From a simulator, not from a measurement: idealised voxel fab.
Title: Process Module voxel wiring stack
The cross-section on display is named cut; it measures 165 nm wide, and its cells are 5 nm squares.
Cross-section format: a grid of square cells, given as bands from top to bottom; each band is one or more rows of cells.
Top, bottom (nm), then materials left to right with widths (nm); lone material tagged "throughout" fills the whole band edge to edge; "empty" = empty space.
The reference from which all heights are counted is 0, the level beneath which the as-received wafer is entirely one material; the lowest band, having no lower bound, proceeds downward and is written after the example "from 0 down".
Note: "30..40" means the width goes from the first number (top row of the band) to the second number (bottom row) in equal steps per row of cells.
"all unchanged" after a step means that no cell of the cross-section changed.
Entry "Closed void entries". Content: empty spaces with no open connection to the top, size 8 cells or greater. Each: width x height at distance. Distance: from left edge. Unit: nm.
The remark found on a step's line after its settings is issued by the simulator itself and pertains to that step.
"overlay nm", when on a step's line for a step with a mask, measures how far to the right of its planned place the mask lay; a negative measure means to the left.
Pairs follow: section before one process step, section after it down to the lowest changed band, step with settings underneath. Pairs may come from different runs of this module on the same starting wafer; continuity with the pair above only as stated in the "Pre-process state" entry.
-- Pre-process state
> from 95 to 90 | SiCN 25 nm | empty 20 nm | SiCN 25 nm | empty 20 nm | SiCN 25 nm | empty 20 nm | SiCN 30 nm
> from 90 to 70 | W 20 nm | SiCN 5 nm | empty 20 nm | SiCN 5 nm | W 15 nm | SiCN 5 nm | empty 20 nm | SiCN 5 nm | W 15 nm | SiCN 5 nm | empty 20 nm | SiCN 5 nm | W 25 nm
> from 70 to 65 | W 20 nm | SiCN 30 nm | W 15 nm | SiCN 30 nm | W 15 nm | SiCN 30 nm | W 25 nm
> from 65 to 60 | TiN throughout
> from 60 to 45 | lowk 20 nm | Ru 15 nm | lowk 75 nm | Ru 15 nm | lowk 40 nm
> from 45 to 40 | SiCN 20 nm | Ru 15 nm | SiCN 75 nm | Ru 15 nm | SiCN 40 nm
> from 40 to 15 | SiO2 20 nm | TiN 5 nm | W 20 nm | TiN 5 nm | SiO2 15 nm | TiN 5 nm | W 20 nm | TiN 5 nm | SiO2 15 nm | TiN 5 nm | W 20 nm | TiN 5 nm | SiO2 25 nm
> from 15 to 10 | SiCN 20 nm | TiN 30 nm | SiCN 15 nm | TiN 30 nm | SiCN 15 nm | TiN 30 nm | SiCN 25 nm
> from 10 to 0 | SiO2 throughout
> from 0 down | Si throughout
> Closed void entries: none
-- Sectional Result
> from 100 to 95 | SiO2 throughout
> from 95 to 90 | SiCN 25 nm | SiO2 20 nm | SiCN 25 nm | SiO2 20 nm | SiCN 25 nm | SiO2 20 nm | SiCN 30 nm
> from 90 to 70 | W 20 nm | SiCN 5 nm | SiO2 20 nm | SiCN 5 nm | W 15 nm | SiCN 5 nm | SiO2 20 nm | SiCN 5 nm | W 15 nm | SiCN 5 nm | SiO2 20 nm | SiCN 5 nm | W 25 nm
> Unchanged below 70.
> Closed void entries: none
The transition between the preceding cross-sections is accomplished by FILL_DEP, material SiO2, thk nm 5
Pre-process state: The initial state for this step is given by the after cross-section of the immediately preceding pair.
-- Sectional Result
> from 90 to 70 | W 20 nm | SiCN 5 nm | SiO2 20 nm | SiCN 5 nm | W 15 nm | SiCN 5 nm | SiO2 20 nm | SiCN 5 nm | W 15 nm | SiCN 5 nm | SiO2 20 nm | SiCN 5 nm | W 25 nm
> Unchanged below 70.
> Closed void entries: none
The transition between the preceding cross-sections is accomplished by CMP, height nm 90
Pre-process state: The initial state for this step is given by the after cross-section of the immediately preceding pair.
-- Sectional Result
> from 95 to 90 | SiCN throughout
> Unchanged below 90.
> Closed void entries: none
The transition between the preceding cross-sections is accomplished by CONFORMAL_DEP, material SiCN, thk nm 5
Pre-process state: The initial state for this step is given by the after cross-section of the immediately preceding pair.
-- Sectional Result
> from 120 to 95 | lowk throughout
> Unchanged below 95.
> Closed void entries: none
The transition between the preceding cross-sections is accomplished by DIRECTIONAL_DEP, material lowk, thk nm 25
Pre-process state: The initial state for this step is given by the after cross-section of the immediately preceding pair.
-- Sectional Result
> from 135 to 120 | aC throughout
> Unchanged below 120.
> Closed void entries: none
The transition between the preceding cross-sections is accomplished by DIRECTIONAL_DEP, material aC, thk nm 15
Pre-process state: The initial state for this step is given by the after cross-section of the immediately preceding pair.
-- Sectional Result
> from 170 to 135 | resist 20 nm | empty 15 nm | resist 30 nm | empty 15 nm | resist 30 nm | empty 15 nm | resist 40 nm
> Unchanged below 135.
> Closed void entries: none
The transition between the preceding cross-sections is accomplished by PATTERN, tone open, mask id METAL_3_HOLES, material resist, width nm 15, pitch nm 45, thk nm 35, overlay nm 0
Pre-process state: The initial state for this step is given by the after cross-section of the immediately preceding pair.
-- Sectional Result
> from 155 to 135 | resist 20 nm | empty 15 nm | resist 30 nm | empty 15 nm | resist 30 nm | empty 15 nm | resist 40 nm
> from 135 to 120 | aC 20 nm | empty 15 nm | aC 30 nm | empty 15 nm | aC 30 nm | empty 15 nm | aC 40 nm
> Unchanged below 120.
> Closed void entries: none
The transition between the preceding cross-sections is accomplished by DIRECTIONAL_ETCH, etch materials aC, depth nm 15
Pre-process state: The initial state for this step is given by the after cross-section of the immediately preceding pair.
-- Sectional Result
> from 135 to 120 | aC 20 nm | empty 15 nm | aC 30 nm | empty 15 nm | aC 30 nm | empty 15 nm | aC 40 nm
> Unchanged below 120.
> Closed void entries: none
The transition between the preceding cross-sections is accomplished by STRIP, etch materials resist
Pre-process state: The initial state for this step is given by the after cross-section of the immediately preceding pair.
-- Sectional Result
> from 135 to 120 | aC 20 nm | empty 15 nm | aC 30 nm | empty 15 nm | aC 30 nm | empty 15 nm | aC 40 nm
> from 120 to 95 | lowk 20 nm | empty 15 nm | lowk 30 nm | empty 15 nm | lowk 30 nm | empty 15 nm | lowk 40 nm
> Unchanged below 95.
> Closed void entries: none
The transition between the preceding cross-sections is accomplished by DIRECTIONAL_ETCH, etch materials lowk, depth nm 25
Pre-process state: The initial state for this step is given by the after cross-section of the immediately preceding pair.
-- Sectional Result
> from 120 to 95 | lowk 20 nm | empty 15 nm | lowk 30 nm | empty 15 nm | lowk 30 nm | empty 15 nm | lowk 40 nm
> Unchanged below 95.
> Closed void entries: none
The transition between the preceding cross-sections is accomplished by STRIP, etch materials aC
Pre-process state: The initial state for this step is given by the after cross-section of the immediately preceding pair.
-- Sectional Result
> from 135 to 120 | resist 20 nm | empty 30 nm | resist 15 nm | empty 30 nm | resist 15 nm | empty 30 nm | resist 25 nm
> Unchanged below 120.
> Closed void entries: none
The transition between the preceding cross-sections is accomplished by PATTERN, tone open, mask id METAL_3, material resist, width nm 30, pitch nm 45, thk nm 15, overlay nm 0
Pre-process state: The initial state for this step is given by the after cross-section of the immediately preceding pair.
-- Sectional Result
> from 135 to 120 | resist 20 nm | empty 30 nm | resist 15 nm | empty 30 nm | resist 15 nm | empty 30 nm | resist 25 nm
> from 120 to 105 | lowk 20 nm | empty 30 nm | lowk 15 nm | empty 30 nm | lowk 15 nm | empty 30 nm | lowk 25 nm
> Unchanged below 105.
> Closed void entries: none
The transition between the preceding cross-sections is accomplished by DIRECTIONAL_ETCH, etch materials lowk, depth nm 15
Pre-process state: The initial state for this step is given by the after cross-section of the immediately preceding pair.
-- Sectional Result
> from 135 to 120 | resist 20 nm | empty 30 nm | resist 15 nm | empty 30 nm | resist 15 nm | empty 30 nm | resist 25 nm
> from 120 to 105 | lowk 20 nm | empty 30 nm | lowk 15 nm | empty 30 nm | lowk 15 nm | empty 30 nm | lowk 25 nm
> from 105 to 95 | lowk 20 nm | empty 15 nm | lowk 30 nm | empty 15 nm | lowk 30 nm | empty 15 nm | lowk 40 nm
> from 95 to 90 | SiCN 20 nm | empty 15 nm | SiCN 30 nm | empty 15 nm | SiCN 30 nm | empty 15 nm | SiCN 40 nm
> Unchanged below 90.
> Closed void entries: none
The transition between the preceding cross-sections is accomplished by DIRECTIONAL_ETCH, etch materials SiCN, depth nm 5
Pre-process state: The initial state for this step is given by the after cross-section of the immediately preceding pair.
-- Sectional Result
> from 120 to 105 | lowk 20 nm | empty 30 nm | lowk 15 nm | empty 30 nm | lowk 15 nm | empty 30 nm | lowk 25 nm
> Unchanged below 105.
> Closed void entries: none
The transition between the preceding cross-sections is accomplished by STRIP, etch materials resist
Pre-process state: The initial state for this step is given by the after cross-section of the immediately preceding pair.
-- Sectional Result
> from 125 to 120 | TiN 25 nm | empty 20 nm | TiN 25 nm | empty 20 nm | TiN 25 nm | empty 20 nm | TiN 30 nm
> from 120 to 110 | lowk 20 nm | TiN 5 nm | empty 20 nm | TiN 5 nm | lowk 15 nm | TiN 5 nm | empty 20 nm | TiN 5 nm | lowk 15 nm | TiN 5 nm | empty 20 nm | TiN 5 nm | lowk 25 nm
> from 110 to 105 | lowk 20 nm | TiN 5 nm | empty 5 nm | TiN 20 nm | lowk 15 nm | TiN 5 nm | empty 5 nm | TiN 20 nm | lowk 15 nm | TiN 5 nm | empty 5 nm | TiN 20 nm | lowk 25 nm
> from 105 to 95 | lowk 20 nm | TiN 5 nm | empty 5 nm | TiN 5 nm | lowk 30 nm | TiN 5 nm | empty 5 nm | TiN 5 nm | lowk 30 nm | TiN 5 nm | empty 5 nm | TiN 5 nm | lowk 40 nm
> from 95 to 90 | SiCN 20 nm | TiN 15 nm | SiCN 30 nm | TiN 15 nm | SiCN 30 nm | TiN 15 nm | SiCN 40 nm
> Unchanged below 90.
> Closed void entries: none
The transition between the preceding cross-sections is accomplished by CONFORMAL_DEP, material TiN, thk nm 5
Pre-process state: The initial state for this step is given by the after cross-section of the immediately preceding pair.
-- Sectional Result
> from 130 to 125 | Cu throughout
> from 125 to 120 | TiN 25 nm | Cu 20 nm | TiN 25 nm | Cu 20 nm | TiN 25 nm | Cu 20 nm | TiN 30 nm
> from 120 to 110 | lowk 20 nm | TiN 5 nm | Cu 20 nm | TiN 5 nm | lowk 15 nm | TiN 5 nm | Cu 20 nm | TiN 5 nm | lowk 15 nm | TiN 5 nm | Cu 20 nm | TiN 5 nm | lowk 25 nm
> from 110 to 105 | lowk 20 nm | TiN 5 nm | Cu 5 nm | TiN 20 nm | lowk 15 nm | TiN 5 nm | Cu 5 nm | TiN 20 nm | lowk 15 nm | TiN 5 nm | Cu 5 nm | TiN 20 nm | lowk 25 nm
> from 105 to 95 | lowk 20 nm | TiN 5 nm | Cu 5 nm | TiN 5 nm | lowk 30 nm | TiN 5 nm | Cu 5 nm | TiN 5 nm | lowk 30 nm | TiN 5 nm | Cu 5 nm | TiN 5 nm | lowk 40 nm
> Unchanged below 95.
> Closed void entries: none
The transition between the preceding cross-sections is accomplished by FILL_DEP, material Cu, thk nm 5
Pre-process state: The initial state for this step is given by the after cross-section of the immediately preceding pair.
-- Sectional Result
> from 120 to 110 | lowk 20 nm | TiN 5 nm | Cu 20 nm | TiN 5 nm | lowk 15 nm | TiN 5 nm | Cu 20 nm | TiN 5 nm | lowk 15 nm | TiN 5 nm | Cu 20 nm | TiN 5 nm | lowk 25 nm
> Unchanged below 110.
> Closed void entries: none
The transition between the preceding cross-sections is accomplished by CMP, height nm 120
Pre-process state: The initial state for this step is given by the after cross-section of the immediately preceding pair.
-- Sectional Result
> from 125 to 120 | SiCN throughout
> Unchanged below 120.
> Closed void entries: none
The transition between the preceding cross-sections is accomplished by CONFORMAL_DEP, material SiCN, thk nm 5
